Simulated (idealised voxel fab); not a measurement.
You're looking at the process module voxel spacer lines.
Pictured: cross-section cut, 240 nm wide, on a grid of 5 nm square cells.
Cross-sections here: square-cell grids, written as top-down lists of bands, a band being one or more rows of cells.
Top, bottom (nm), then materials left to right with widths (nm); lone material tagged "throughout" fills the whole band edge to edge; "blank" = empty space.
Heads up on the height convention: 0 is the point under which the incoming wafer is all one material, and the lowest band has no bottom, it just keeps going down, like "0 nm and below".
Think of "30 to 40" as a width that walks from the first number to the second as you go down the band, top row to bottom row, taking equal-sized steps from row to row.
"no modification", as given for a step, is the statement that not any cell of the cross-section underwent a change during that step.
The list in "Tabulated closed voids" covers empty spaces of 8 cells or more that cannot reach the top through any open way, and it gives each as width x height at distance; the distance is from the left edge, and width, height and distance are in nm.
On a step's line, text after the settings is the simulator commenting on that step.
overlay nm: how far to the right of its planned place the mask lay on this masked step (negative: to the left).

# Here's what the planned process steps look like
1) RECEIVE | material Si
2) CONFORMAL_DEP | material Al2O3 | thk nm 10
3) DIRECTIONAL_DEP | material polySi | thk nm 20
4) DIRECTIONAL_DEP | material aC | thk nm 30
5) PATTERN | tone cover | mask id MANDREL | material resist | width nm 20 | pitch nm 60 | thk nm 40 | overlay nm 0
6) DIRECTIONAL_ETCH | etch materials aC | depth nm 30
7) STRIP | etch materials resist
8) CONFORMAL_DEP | material SiO2 | thk nm 10
9) DIRECTIONAL_ETCH | etch materials SiO2 | depth nm 10
10) STRIP | etch materials aC
11) DIRECTIONAL_ETCH | etch materials polySi | depth nm 20
12) STRIP | etch materials SiO2

# Cross-section of the wafer at receipt, which is the condition after step 1
    0 nm and below | Si throughout
    Tabulated closed voids: none

# End state of the module in cross-section, given the above starting point and plan and one mistake in execution
    40 nm to 10 nm | polySi throughout
    10 nm to 0 nm | Al2O3 throughout
    0 nm and below | Si throughout
    Tabulated closed voids: none
What was done differently from what was planned? so step 4 ended up running with a different setting than we planned, it ran as DIRECTIONAL_DEP | material polySi | thk nm 30
